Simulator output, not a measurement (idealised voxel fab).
A process module follows: voxel ribs on slabs.
The cross-section on display is named cut; it measures 145 nm wide, and its cells are 5 nm squares.
A cross-section is a grid of square cells, given in bands from the top down. A band is one or more rows of cells.
Basically the band line says how high the top is and how high the bottom is, in nm, and then what's in it from left to right, every material with its width in nm. Empty space shows up as "air", and if a single material carries "edge to edge" it runs the full band edge to edge.
Below 0: as-received wafer, all one material; heights counted from there. Lowest band: no bottom, goes on down, written "0..down".
Graded width ("30..40"): value in top row of band = first number; value in bottom row = second number; row-to-row change constant.
"nothing changed" -> step changed no cross-section cell.
The label "Cavities, sealed" introduces a list of the empty spaces, 8 cells or larger, that have no open way up to the top; each entry in it reads width x height at distance, where the distance is taken from the left edge and all three are stated in nm.
That trailing text on a step's line, after the settings, is the simulator's own remark on the step.
A step line may carry the setting "overlay nm", which, for steps involving a mask, states the distance by which the mask lay to the right of its intended position; negative values denote displacement to the left.

Plan:
1,RECEIVE | material Si
2,DIRECTIONAL_DEP | material SiO2 | thk nm 30
3,DIRECTIONAL_DEP | material polySi | thk nm 25
4,PATTERN | tone cover | mask id RIB | material resist | width nm 30 | thk nm 15 | overlay nm 0
5,DIRECTIONAL_ETCH | etch materials polySi | depth nm 20
6,STRIP | etch materials resist
7,DIRECTIONAL_DEP | material aC | thk nm 10
8,PATTERN | tone cover | mask id SLAB | material resist | width nm 80 | thk nm 30 | overlay nm 0
9,DIRECTIONAL_ETCH | etch materials aC | depth nm 10
10,STRIP | etch materials resist
11,DIRECTIONAL_ETCH | etch materials polySi | depth nm 5
12,STRIP | etch materials aC
13,FILL_DEP | material SiO2 | thk nm 25
14,CMP | height nm 70
15,DIRECTIONAL_DEP | material W | thk nm 5
16,MASKED_ETCH | tone cover | mask id HEATER | width nm 40 | etch materials W | depth nm 5 | overlay nm 0
17,CONFORMAL_DEP | material SiN | thk nm 5

What follows covers the first of two wafers; it ran as planned:

As received (post step 1): cross-section:
0..down  Si edge to edge
Cavities, sealed: none

State of the wafer after step 2, shown in cross-section:
30..0  SiO2 edge to edge
Everything under 0 stays put, no change at all.

State of the wafer after step 3, shown in cross-section:
55..30  polySi edge to edge
Everything under 30 stays put, no change at all.

State of the wafer after step 4, shown in cross-section:
70..55  air 55 nm; resist 30 nm; air 60 nm
Everything under 55 stays put, no change at all.

State of the wafer after step 5, shown in cross-section:
70..55  air 55 nm; resist 30 nm; air 60 nm
55..35  air 55 nm; polySi 30 nm; air 60 nm
Everything under 35 stays put, no change at all.

State of the wafer after step 6, shown in cross-section:
55..35  air 55 nm; polySi 30 nm; air 60 nm
Everything under 35 stays put, no change at all.

State of the wafer after step 7, shown in cross-section:
65..55  air 55 nm; aC 30 nm; air 60 nm
55..45  air 55 nm; polySi 30 nm; air 60 nm
45..35  aC 55 nm; polySi 30 nm; aC 60 nm
Everything under 35 stays put, no change at all.

State of the wafer after step 8, shown in cross-section:
95..65  air 30 nm; resist 80 nm; air 35 nm
65..55  air 30 nm; resist 25 nm; aC 30 nm; resist 25 nm; air 35 nm
55..45  air 30 nm; resist 25 nm; polySi 30 nm; resist 25 nm; air 35 nm
Everything under 45 stays put, no change at all.

State of the wafer after step 9, shown in cross-section:
85..65  air 30 nm; resist 80 nm; air 35 nm
65..55  air 30 nm; resist 25 nm; aC 30 nm; resist 25 nm; air 35 nm
55..45  air 30 nm; resist 25 nm; polySi 30 nm; resist 25 nm; air 35 nm
45..35  air 30 nm; aC 25 nm; polySi 30 nm; aC 25 nm; air 35 nm
Everything under 35 stays put, no change at all.

State of the wafer after step 10, shown in cross-section:
65..55  air 55 nm; aC 30 nm; air 60 nm
55..45  air 55 nm; polySi 30 nm; air 60 nm
Everything under 45 stays put, no change at all.

State of the wafer after step 11, shown in cross-section:
65..55  air 55 nm; aC 30 nm; air 60 nm
55..45  air 55 nm; polySi 30 nm; air 60 nm
45..35  air 30 nm; aC 25 nm; polySi 30 nm; aC 25 nm; air 35 nm
35..30  air 30 nm; polySi 80 nm; air 35 nm
Everything under 30 stays put, no change at all.

State of the wafer after step 12, shown in cross-section:
55..35  air 55 nm; polySi 30 nm; air 60 nm
Everything under 35 stays put, no change at all.

State of the wafer after step 13, shown in cross-section:
80..55  SiO2 edge to edge
55..35  SiO2 55 nm; polySi 30 nm; SiO2 60 nm
35..30  SiO2 30 nm; polySi 80 nm; SiO2 35 nm
Everything under 30 stays put, no change at all.

State of the wafer after step 14, shown in cross-section:
70..55  SiO2 edge to edge
Everything under 55 stays put, no change at all.

State of the wafer after step 15, shown in cross-section:
75..70  W edge to edge
Everything under 70 stays put, no change at all.

State of the wafer after step 16, shown in cross-section:
75..70  air 50 nm; W 40 nm; air 55 nm
Everything under 70 stays put, no change at all.

State of the wafer after step 17, shown in cross-section:
80..75  air 45 nm; SiN 50 nm; air 50 nm
75..70  SiN 50 nm; W 40 nm; SiN 55 nm
Everything under 70 stays put, no change at all.

Okay, second wafer. Nothing different at the start, nothing different in the plan, just one mistake somewhere in the running. As far as step 2, counting that step, it's the first wafer all over again:

Cross-sectional representation of the second wafer at the time designated in the plan for the completion of step 3:
60..30  polySi edge to edge
Everything under 30 stays put, no change at all.

Cross-sectional representation of the second wafer at the time designated in the plan for the completion of step 4:
75..60  air 55 nm; resist 30 nm; air 60 nm
Everything under 60 stays put, no change at all.

Cross-sectional representation of the second wafer at the time designated in the plan for the completion of step 5:
75..60  air 55 nm; resist 30 nm; air 60 nm
60..40  air 55 nm; polySi 30 nm; air 60 nm
Everything under 40 stays put, no change at all.

Cross-sectional representation of the second wafer at the time designated in the plan for the completion of step 6:
60..40  air 55 nm; polySi 30 nm; air 60 nm
Everything under 40 stays put, no change at all.

Cross-sectional representation of the second wafer at the time designated in the plan for the completion of step 7:
70..60  air 55 nm; aC 30 nm; air 60 nm
60..50  air 55 nm; polySi 30 nm; air 60 nm
50..40  aC 55 nm; polySi 30 nm; aC 60 nm
Everything under 40 stays put, no change at all.

Cross-sectional representation of the second wafer at the time designated in the plan for the completion of step 8:
100..70  air 30 nm; resist 80 nm; air 35 nm
70..60  air 30 nm; resist 25 nm; aC 30 nm; resist 25 nm; air 35 nm
60..50  air 30 nm; resist 25 nm; polySi 30 nm; resist 25 nm; air 35 nm
Everything under 50 stays put, no change at all.

Cross-sectional representation of the second wafer at the time designated in the plan for the completion of step 9:
90..70  air 30 nm; resist 80 nm; air 35 nm
70..60  air 30 nm; resist 25 nm; aC 30 nm; resist 25 nm; air 35 nm
60..50  air 30 nm; resist 25 nm; polySi 30 nm; resist 25 nm; air 35 nm
50..40  air 30 nm; aC 25 nm; polySi 30 nm; aC 25 nm; air 35 nm
Everything under 40 stays put, no change at all.

Cross-sectional representation of the second wafer at the time designated in the plan for the completion of step 10:
70..60  air 55 nm; aC 30 nm; air 60 nm
60..50  air 55 nm; polySi 30 nm; air 60 nm
Everything under 50 stays put, no change at all.

Cross-sectional representation of the second wafer at the time designated in the plan for the completion of step 11:
70..60  air 55 nm; aC 30 nm; air 60 nm
60..50  air 55 nm; polySi 30 nm; air 60 nm
50..40  air 30 nm; aC 25 nm; polySi 30 nm; aC 25 nm; air 35 nm
40..35  air 30 nm; polySi 80 nm; air 35 nm
Everything under 35 stays put, no change at all.

Cross-sectional representation of the second wafer at the time designated in the plan for the completion of step 12:
60..40  air 55 nm; polySi 30 nm; air 60 nm
Everything under 40 stays put, no change at all.

Cross-sectional representation of the second wafer at the time designated in the plan for the completion of step 13:
85..60  SiO2 edge to edge
60..40  SiO2 55 nm; polySi 30 nm; SiO2 60 nm
40..35  SiO2 30 nm; polySi 80 nm; SiO2 35 nm
Everything under 35 stays put, no change at all.

Cross-sectional representation of the second wafer at the time designated in the plan for the completion of step 14:
70..60  SiO2 edge to edge
Everything under 60 stays put, no change at all.

Cross-sectional representation of the second wafer at the time designated in the plan for the completion of step 15:
75..70  W edge to edge
Everything under 70 stays put, no change at all.

Cross-sectional representation of the second wafer at the time designated in the plan for the completion of step 16:
75..70  air 50 nm; W 40 nm; air 55 nm
Everything under 70 stays put, no change at all.

Cross-sectional representation of the second wafer at the time designated in the plan for the completion of step 17:
80..75  air 45 nm; SiN 50 nm; air 50 nm
75..70  SiN 50 nm; W 40 nm; SiN 55 nm
Everything under 70 stays put, no change at all.
Where did the run depart from the plan? heads up, step 3 didn't go per plan, it actually ran as DIRECTIONAL_DEP | material polySi | thk nm 30
Heads up, by the end the second wafer has more or fewer cells of some materials compared to the first: SiO2 -29 | polySi +29
